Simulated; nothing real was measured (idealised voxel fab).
process module | voxel capacitor over wiring
cross-section cut | 225 nm wide | cells 5 nm
A cross-section is a grid of square cells, given in bands from the top down. A band is one or more rows of cells.
Each band's line starts with the height of the band's top and of its bottom, in nm. Then come its materials from left to right, each with its width in nm. One material with "throughout" fills the band from edge to edge. "air" is empty space.
Height 0 is the level under which the wafer as received is all one material. The lowest band goes on downwards, as in "0 down".
A width such as "30 to 40" changes by the same amount from each row of cells to the next, from the band's top row to its bottom row.
"no change" after a step means that no cell of the cross-section changed.
closed voids: empty space of 8 cells or more with no open way to the top, each as width x height at its distance from the left edge, in nm
after a step's settings: what the simulator itself notes on the step
overlay nm, on a step with a mask: how far to the right of its planned place the mask lay; to the left if negative
plan
1 op RECEIVE | material Si
2 op CONFORMAL_DEP | material SiO2 | thk nm 10
3 op DIRECTIONAL_DEP | material TiN | thk nm 5
4 op DIRECTIONAL_DEP | material Ru | thk nm 20
5 op PATTERN | tone cover | mask id METAL_1 | material resist | width nm 20 | pitch nm 80 | thk nm 15 | overlay nm 0
6 op DIRECTIONAL_ETCH | etch materials Ru | depth nm 20
7 op DIRECTIONAL_ETCH | etch materials TiN | depth nm 5
8 op STRIP | etch materials resist
9 op FILL_DEP | material lowk | thk nm 10
10 op CMP | height nm 35
11 op CONFORMAL_DEP | material SiCN | thk nm 5
12 op DIRECTIONAL_DEP | material lowk | thk nm 20
13 op DIRECTIONAL_DEP | material aC | thk nm 15
14 op PATTERN | tone open | mask id PLUG_1 | material resist | width nm 15 | thk nm 35 | overlay nm 0
15 op DIRECTIONAL_ETCH | etch materials aC | depth nm 15
16 op STRIP | etch materials resist
17 op DIRECTIONAL_ETCH | etch materials lowk | depth nm 20
18 op DIRECTIONAL_ETCH | etch materials SiCN | depth nm 5
19 op STRIP | etch materials aC
20 op CONFORMAL_DEP | material TiN | thk nm 5
21 op FILL_DEP | material W | thk nm 10
22 op CMP | height nm 60
23 op DIRECTIONAL_DEP | material TiN | thk nm 5
24 op DIRECTIONAL_DEP | material Al2O3 | thk nm 5
25 op DIRECTIONAL_DEP | material TiN | thk nm 5
26 op MASKED_ETCH | tone cover | mask id UPPER_PLATE | width nm 65 | etch materials TiN | depth nm 5 | overlay nm 0
27 op MASKED_ETCH | tone cover | mask id UPPER_PLATE | width nm 65 | etch materials Al2O3 | depth nm 5 | overlay nm 0
28 op DIRECTIONAL_DEP | material aC | thk nm 15
29 op PATTERN | tone cover | mask id LOWER_PLATE | material resist | width nm 75 | thk nm 30 | overlay nm 0
30 op DIRECTIONAL_ETCH | etch materials aC | depth nm 15
31 op STRIP | etch materials resist
32 op DIRECTIONAL_ETCH | etch materials TiN | depth nm 5
33 op STRIP | etch materials aC
34 op FILL_DEP | material SiO2 | thk nm 20
35 op CMP | height nm 90
36 op DIRECTIONAL_DEP | material aC | thk nm 10
37 op PATTERN | tone open | mask id PLUG_2 | material resist | width nm 15 | thk nm 30 | overlay nm 0
38 op DIRECTIONAL_ETCH | etch materials aC | depth nm 10
39 op STRIP | etch materials resist
40 op DIRECTIONAL_ETCH | etch materials SiO2 | depth nm 15
41 op STRIP | etch materials aC
42 op CONFORMAL_DEP | material TiN | thk nm 5
43 op FILL_DEP | material Cu | thk nm 5
44 op CMP | height nm 90
45 op CONFORMAL_DEP | material SiCN | thk nm 5
first wafer, as planned
as received, after step 1
  0 down: Si throughout
  closed voids: none
after step 2
  10 to 0: SiO2 throughout
  below 0: unchanged
after step 3
  15 to 10: TiN throughout
  below 10: unchanged
after step 4
  35 to 15: Ru throughout
  below 15: unchanged
after step 5
  50 to 35: air 60 | resist 20 | air 60 | resist 20 | air 65
  below 35: unchanged
after step 6
  50 to 35: air 60 | resist 20 | air 60 | resist 20 | air 65
  35 to 15: air 60 | Ru 20 | air 60 | Ru 20 | air 65
  below 15: unchanged
after step 7
  50 to 35: air 60 | resist 20 | air 60 | resist 20 | air 65
  35 to 15: air 60 | Ru 20 | air 60 | Ru 20 | air 65
  15 to 10: air 60 | TiN 20 | air 60 | TiN 20 | air 65
  below 10: unchanged
after step 8
  35 to 15: air 60 | Ru 20 | air 60 | Ru 20 | air 65
  below 15: unchanged
after step 9
  45 to 35: lowk throughout
  35 to 15: lowk 60 | Ru 20 | lowk 60 | Ru 20 | lowk 65
  15 to 10: lowk 60 | TiN 20 | lowk 60 | TiN 20 | lowk 65
  below 10: unchanged
after step 10
  35 to 15: lowk 60 | Ru 20 | lowk 60 | Ru 20 | lowk 65
  below 15: unchanged
after step 11
  40 to 35: SiCN throughout
  below 35: unchanged
after step 12
  60 to 40: lowk throughout
  below 40: unchanged
after step 13
  75 to 60: aC throughout
  below 60: unchanged
after step 14
  110 to 75: resist 65 | air 15 | resist 145
  below 75: unchanged
after step 15
  95 to 75: resist 65 | air 15 | resist 145
  75 to 60: aC 65 | air 15 | aC 145
  below 60: unchanged
after step 16
  75 to 60: aC 65 | air 15 | aC 145
  below 60: unchanged
after step 17
  75 to 60: aC 65 | air 15 | aC 145
  60 to 40: lowk 65 | air 15 | lowk 145
  below 40: unchanged
after step 18
  75 to 60: aC 65 | air 15 | aC 145
  60 to 40: lowk 65 | air 15 | lowk 145
  40 to 35: SiCN 65 | air 15 | SiCN 145
  below 35: unchanged
after step 19
  60 to 40: lowk 65 | air 15 | lowk 145
  below 40: unchanged
after step 20
  65 to 60: TiN 70 | air 5 | TiN 150
  60 to 40: lowk 65 | TiN 5 | air 5 | TiN 5 | lowk 145
  40 to 35: SiCN 65 | TiN 15 | SiCN 145
  below 35: unchanged
after step 21
  75 to 65: W throughout
  65 to 60: TiN 70 | W 5 | TiN 150
  60 to 40: lowk 65 | TiN 5 | W 5 | TiN 5 | lowk 145
  below 40: unchanged
after step 22
  60 to 40: lowk 65 | TiN 5 | W 5 | TiN 5 | lowk 145
  below 40: unchanged
after step 23
  65 to 60: TiN throughout
  below 60: unchanged
after step 24
  70 to 65: Al2O3 throughout
  below 65: unchanged
after step 25
  75 to 70: TiN throughout
  below 70: unchanged
after step 26
  75 to 70: air 65 | TiN 65 | air 95
  below 70: unchanged
after step 27
  75 to 70: air 65 | TiN 65 | air 95
  70 to 65: air 65 | Al2O3 65 | air 95
  below 65: unchanged
after step 28
  90 to 80: air 65 | aC 65 | air 95
  80 to 75: aC throughout
  75 to 70: aC 65 | TiN 65 | aC 95
  70 to 65: aC 65 | Al2O3 65 | aC 95
  below 65: unchanged
after step 29
  120 to 90: air 60 | resist 75 | air 90
  90 to 80: air 60 | resist 5 | aC 65 | resist 5 | air 90
  below 80: unchanged
after step 30
  105 to 90: air 60 | resist 75 | air 90
  90 to 80: air 60 | resist 5 | aC 65 | resist 5 | air 90
  80 to 75: air 60 | aC 75 | air 90
  75 to 70: air 60 | aC 5 | TiN 65 | aC 5 | air 90
  70 to 65: air 60 | aC 5 | Al2O3 65 | aC 5 | air 90
  below 65: unchanged
after step 31
  90 to 80: air 65 | aC 65 | air 95
  below 80: unchanged
after step 32
  90 to 80: air 65 | aC 65 | air 95
  80 to 75: air 60 | aC 75 | air 90
  75 to 70: air 60 | aC 5 | TiN 65 | aC 5 | air 90
  70 to 65: air 60 | aC 5 | Al2O3 65 | aC 5 | air 90
  65 to 60: air 60 | TiN 75 | air 90
  below 60: unchanged
after step 33
  75 to 70: air 65 | TiN 65 | air 95
  70 to 65: air 65 | Al2O3 65 | air 95
  below 65: unchanged
after step 34
  95 to 75: SiO2 throughout
  75 to 70: SiO2 65 | TiN 65 | SiO2 95
  70 to 65: SiO2 65 | Al2O3 65 | SiO2 95
  65 to 60: SiO2 60 | TiN 75 | SiO2 90
  below 60: unchanged
after step 35
  90 to 75: SiO2 throughout
  below 75: unchanged
after step 36
  100 to 90: aC throughout
  below 90: unchanged
after step 37
  130 to 100: resist 75 | air 15 | resist 135
  below 100: unchanged
after step 38
  120 to 100: resist 75 | air 15 | resist 135
  100 to 90: aC 75 | air 15 | aC 135
  below 90: unchanged
after step 39
  100 to 90: aC 75 | air 15 | aC 135
  below 90: unchanged
after step 40
  100 to 90: aC 75 | air 15 | aC 135
  90 to 75: SiO2 75 | air 15 | SiO2 135
  below 75: unchanged
after step 41
  90 to 75: SiO2 75 | air 15 | SiO2 135
  below 75: unchanged
after step 42
  95 to 90: TiN 80 | air 5 | TiN 140
  90 to 80: SiO2 75 | TiN 5 | air 5 | TiN 5 | SiO2 135
  80 to 70: SiO2 75 to 65 | TiN 15 to 65 | SiO2 135 to 95
  below 70: unchanged
after step 43
  100 to 95: Cu throughout
  95 to 90: TiN 80 | Cu 5 | TiN 140
  90 to 80: SiO2 75 | TiN 5 | Cu 5 | TiN 5 | SiO2 135
  below 80: unchanged
after step 44
  90 to 80: SiO2 75 | TiN 5 | Cu 5 | TiN 5 | SiO2 135
  below 80: unchanged
after step 45
  95 to 90: SiCN throughout
  below 90: unchanged
second wafer: like start, like plan, one mistake. Through step 2 it matches the first wafer
when step 3 should have ended
  15 to 10: Ru throughout
  below 10: unchanged
when step 4 should have ended
  35 to 10: Ru throughout
  below 10: unchanged
when step 5 should have ended
  50 to 35: air 60 | resist 20 | air 60 | resist 20 | air 65
  below 35: unchanged
when step 6 should have ended
  50 to 35: air 60 | resist 20 | air 60 | resist 20 | air 65
  35 to 15: air 60 | Ru 20 | air 60 | Ru 20 | air 65
  below 15: unchanged
when step 7 should have ended: no change
when step 8 should have ended
  35 to 15: air 60 | Ru 20 | air 60 | Ru 20 | air 65
  below 15: unchanged
when step 9 should have ended
  45 to 35: lowk throughout
  35 to 15: lowk 60 | Ru 20 | lowk 60 | Ru 20 | lowk 65
  below 15: unchanged
when step 10 should have ended
  35 to 15: lowk 60 | Ru 20 | lowk 60 | Ru 20 | lowk 65
  below 15: unchanged
when step 11 should have ended
  40 to 35: SiCN throughout
  below 35: unchanged
when step 12 should have ended
  60 to 40: lowk throughout
  below 40: unchanged
when step 13 should have ended
  75 to 60: aC throughout
  below 60: unchanged
when step 14 should have ended
  110 to 75: resist 65 | air 15 | resist 145
  below 75: unchanged
when step 15 should have ended
  95 to 75: resist 65 | air 15 | resist 145
  75 to 60: aC 65 | air 15 | aC 145
  below 60: unchanged
when step 16 should have ended
  75 to 60: aC 65 | air 15 | aC 145
  below 60: unchanged
when step 17 should have ended
  75 to 60: aC 65 | air 15 | aC 145
  60 to 40: lowk 65 | air 15 | lowk 145
  below 40: unchanged
when step 18 should have ended
  75 to 60: aC 65 | air 15 | aC 145
  60 to 40: lowk 65 | air 15 | lowk 145
  40 to 35: SiCN 65 | air 15 | SiCN 145
  below 35: unchanged
when step 19 should have ended
  60 to 40: lowk 65 | air 15 | lowk 145
  below 40: unchanged
when step 20 should have ended
  65 to 60: TiN 70 | air 5 | TiN 150
  60 to 40: lowk 65 | TiN 5 | air 5 | TiN 5 | lowk 145
  40 to 35: SiCN 65 | TiN 15 | SiCN 145
  below 35: unchanged
when step 21 should have ended
  75 to 65: W throughout
  65 to 60: TiN 70 | W 5 | TiN 150
  60 to 40: lowk 65 | TiN 5 | W 5 | TiN 5 | lowk 145
  below 40: unchanged
when step 22 should have ended
  60 to 40: lowk 65 | TiN 5 | W 5 | TiN 5 | lowk 145
  below 40: unchanged
when step 23 should have ended
  65 to 60: TiN throughout
  below 60: unchanged
when step 24 should have ended
  70 to 65: Al2O3 throughout
  below 65: unchanged
when step 25 should have ended
  75 to 70: TiN throughout
  below 70: unchanged
when step 26 should have ended
  75 to 70: air 65 | TiN 65 | air 95
  below 70: unchanged
when step 27 should have ended
  75 to 70: air 65 | TiN 65 | air 95
  70 to 65: air 65 | Al2O3 65 | air 95
  below 65: unchanged
when step 28 should have ended
  90 to 80: air 65 | aC 65 | air 95
  80 to 75: aC throughout
  75 to 70: aC 65 | TiN 65 | aC 95
  70 to 65: aC 65 | Al2O3 65 | aC 95
  below 65: unchanged
when step 29 should have ended
  120 to 90: air 60 | resist 75 | air 90
  90 to 80: air 60 | resist 5 | aC 65 | resist 5 | air 90
  below 80: unchanged
when step 30 should have ended
  105 to 90: air 60 | resist 75 | air 90
  90 to 80: air 60 | resist 5 | aC 65 | resist 5 | air 90
  80 to 75: air 60 | aC 75 | air 90
  75 to 70: air 60 | aC 5 | TiN 65 | aC 5 | air 90
  70 to 65: air 60 | aC 5 | Al2O3 65 | aC 5 | air 90
  below 65: unchanged
when step 31 should have ended
  90 to 80: air 65 | aC 65 | air 95
  below 80: unchanged
when step 32 should have ended
  90 to 80: air 65 | aC 65 | air 95
  80 to 75: air 60 | aC 75 | air 90
  75 to 70: air 60 | aC 5 | TiN 65 | aC 5 | air 90
  70 to 65: air 60 | aC 5 | Al2O3 65 | aC 5 | air 90
  65 to 60: air 60 | TiN 75 | air 90
  below 60: unchanged
when step 33 should have ended
  75 to 70: air 65 | TiN 65 | air 95
  70 to 65: air 65 | Al2O3 65 | air 95
  below 65: unchanged
when step 34 should have ended
  95 to 75: SiO2 throughout
  75 to 70: SiO2 65 | TiN 65 | SiO2 95
  70 to 65: SiO2 65 | Al2O3 65 | SiO2 95
  65 to 60: SiO2 60 | TiN 75 | SiO2 90
  below 60: unchanged
when step 35 should have ended
  90 to 75: SiO2 throughout
  below 75: unchanged
when step 36 should have ended
  100 to 90: aC throughout
  below 90: unchanged
when step 37 should have ended
  130 to 100: resist 75 | air 15 | resist 135
  below 100: unchanged
when step 38 should have ended
  120 to 100: resist 75 | air 15 | resist 135
  100 to 90: aC 75 | air 15 | aC 135
  below 90: unchanged
when step 39 should have ended
  100 to 90: aC 75 | air 15 | aC 135
  below 90: unchanged
when step 40 should have ended
  100 to 90: aC 75 | air 15 | aC 135
  90 to 75: SiO2 75 | air 15 | SiO2 135
  below 75: unchanged
when step 41 should have ended
  90 to 75: SiO2 75 | air 15 | SiO2 135
  below 75: unchanged
when step 42 should have ended
  95 to 90: TiN 80 | air 5 | TiN 140
  90 to 80: SiO2 75 | TiN 5 | air 5 | TiN 5 | SiO2 135
  80 to 70: SiO2 75 to 65 | TiN 15 to 65 | SiO2 135 to 95
  below 70: unchanged
when step 43 should have ended
  100 to 95: Cu throughout
  95 to 90: TiN 80 | Cu 5 | TiN 140
  90 to 80: SiO2 75 | TiN 5 | Cu 5 | TiN 5 | SiO2 135
  below 80: unchanged
when step 44 should have ended
  90 to 80: SiO2 75 | TiN 5 | Cu 5 | TiN 5 | SiO2 135
  below 80: unchanged
when step 45 should have ended
  95 to 90: SiCN throughout
  below 90: unchanged
what went wrong: step 3 ran as: op DIRECTIONAL_DEP | material Ru | thk nm 5
at the end the second wafer has, in cells: 45 more of Ru | 8 fewer of TiN | 37 fewer of lowk
